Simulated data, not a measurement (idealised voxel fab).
Process module heading - voxel tone inversion
Cross-section cut spans 185 nm and uses square cells 5 nm in size.
If you're reading a cross-section in this doc, picture square cells in a grid; it comes to you as bands, top ones listed first down to the bottom, and a band can be one or more rows of cells. Within each band entry, the heights of the top and of the bottom of the band appear first, in that order and in nm; the materials of the band then follow from left to right, each with its corresponding width in nm. The designation "edge to edge" on a single material indicates that it fills the band from edge to edge; the designation "empty" indicates empty space. Heights are reckoned from 0. Under this level, the received wafer is all of one material. The bottommost band is open-ended downward, for example "from 0 down". Quick explanation for "30 to 40": the width changes in equal steps down the rows of cells, from the first number in the band's top row to the second number in its bottom row. What does "remained the same" mean for a step? It means no cell of the cross-section changed in that step. Entry "Closed void roster" = empty spaces >= 8 cells with no open way to the top; each as width x height at distance, distance from left edge, all nm. Text after the settings on a step's line: the simulator's own remark on that step. On any step carrying a mask, the "overlay nm" setting, if present on the step's line, tells how far right of its planned place the mask lay; negative values point to the left.

Intended process steps:
step 1: RECEIVE [material Si]
step 2: CONFORMAL_DEP [material SiCN] [thk nm 10]
step 3: DIRECTIONAL_DEP [material aC] [thk nm 15]
step 4: PATTERN [tone cover] [mask id POSTS] [material resist] [width nm 20] [pitch nm 50] [thk nm 20] [overlay nm 0]
step 5: DIRECTIONAL_ETCH [etch materials aC] [depth nm 15]
step 6: STRIP [etch materials resist]
step 7: FILL_DEP [material lowk] [thk nm 10]
step 8: CMP [height nm 25]
step 9: STRIP [etch materials aC]
step 10: CONFORMAL_DEP [material TiN] [thk nm 5]
step 11: FILL_DEP [material W] [thk nm 5]
step 12: CMP [height nm 25]
step 13: CONFORMAL_DEP [material SiCN] [thk nm 5]

Delivered wafer in cross-section: state after step 1:
    from 0 down  Si edge to edge
    Closed void roster: none

End-of-module cross-section. Starting structure and process plan as above; one mistake made in running it:
    from 30 to 25  SiCN edge to edge
    from 25 to 10  TiN edge to edge
    from 10 to 0  SiCN edge to edge
    from 0 down  Si edge to edge
    Closed void roster: none
Error vs. plan: note that step 3 departed from the planned setting and was carried out as DIRECTIONAL_DEP [material TiN] [thk nm 15]
